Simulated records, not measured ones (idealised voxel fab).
A process module follows: voxel quadruple lines.
Section shown: cut. Width: 225 nm. Cell size: 5 nm, square.
In what follows, cross-sections appear as grids of square cells, described through bands that run from the top down, where every band is one or more rows of cells. The band entry comprises the height of the band's top followed by the height of its bottom, expressed in nm, and subsequently the band's materials from left to right, each stated together with its width in nm. Where a single material is marked with the word "all across", that material fills the band from edge to edge. The word "air" represents empty space. All heights in this document are referenced to 0, defined as the level beneath which the wafer, as received, consists entirely of one material. The lowest band is not bounded below; it extends indefinitely downward and is written in the form "0 -> down". You'd read "30 to 40" like this: the band's top row of cells is as wide as the first number, its bottom row is as wide as the second, and going down, every row changes width by the same amount as the row before did. It should be understood that the words "no change", when stated for a given step, signify that the cross-section underwent no change in any of its cells during that step. "Fully enclosed voids" contains a list of empty spaces, each no smaller than 8 cells and without an open way to the top, written in the form width x height at distance with the distance from the left edge and all three in nm. On a step's line, text after the settings is the simulator commenting on that step. Regarding "overlay nm": on a step with a mask, it is the distance the mask lay to the right of its planned place; a negative value places it to the left.
Steps planned for the process:
step 1: op RECEIVE | material Si
step 2: op CONFORMAL_DEP | material SiO2 | thk nm 10
step 3: op DIRECTIONAL_DEP | material TiN | thk nm 10
step 4: op DIRECTIONAL_DEP | material polySi | thk nm 20
step 5: op DIRECTIONAL_DEP | material aC | thk nm 20
step 6: op PATTERN | tone cover | mask id MANDREL | material resist | width nm 30 | thk nm 30 | overlay nm 0
step 7: op DIRECTIONAL_ETCH | etch materials aC | depth nm 20
step 8: op STRIP | etch materials resist
step 9: op CONFORMAL_DEP | material SiO2 | thk nm 10
step 10: op DIRECTIONAL_ETCH | etch materials SiO2 | depth nm 10
step 11: op STRIP | etch materials aC
step 12: op DIRECTIONAL_ETCH | etch materials polySi | depth nm 20
step 13: op STRIP | etch materials SiO2
step 14: op CONFORMAL_DEP | material SiN | thk nm 10
step 15: op DIRECTIONAL_ETCH | etch materials SiN | depth nm 10
step 16: op STRIP | etch materials polySi
step 17: op DIRECTIONAL_ETCH | etch materials TiN | depth nm 10
step 18: op STRIP | etch materials SiN
step 19: op FILL_DEP | material lowk | thk nm 10
step 20: op CMP | height nm 20
So this is the incoming wafer in cross-section - it's already been through step 1:
    0 -> down = Si all across
    Fully enclosed voids: none
Post-module cross-section of the first of two wafers (run per plan):
    20 -> 10 = 75 of lowk / 10 of TiN / 10 of lowk / 10 of TiN / 10 of lowk / 10 of TiN / 10 of lowk / 10 of TiN / 80 of lowk
    10 -> 0 = SiO2 all across
    0 -> down = Si all across
    Fully enclosed voids: none
This cross-section belongs to the second wafer of two at the end of the module; the start and the plan were shared with the first, and the run included one mistake:
    20 -> 10 = 80 of lowk / 10 of TiN / 10 of lowk / 20 of TiN / 10 of lowk / 10 of TiN / 85 of lowk
    10 -> 0 = SiO2 all across
    0 -> down = Si all across
    Fully enclosed voids: none
Short version of what went wrong: the process deviated at step 6: the operation and settings actually run there were op PATTERN | tone cover | mask id MANDREL | material resist | width nm 20 | thk nm 30 | overlay nm 0
At the end, each material covers as many cells on the second wafer as it does on the first, though the cells it covers are elsewhere.
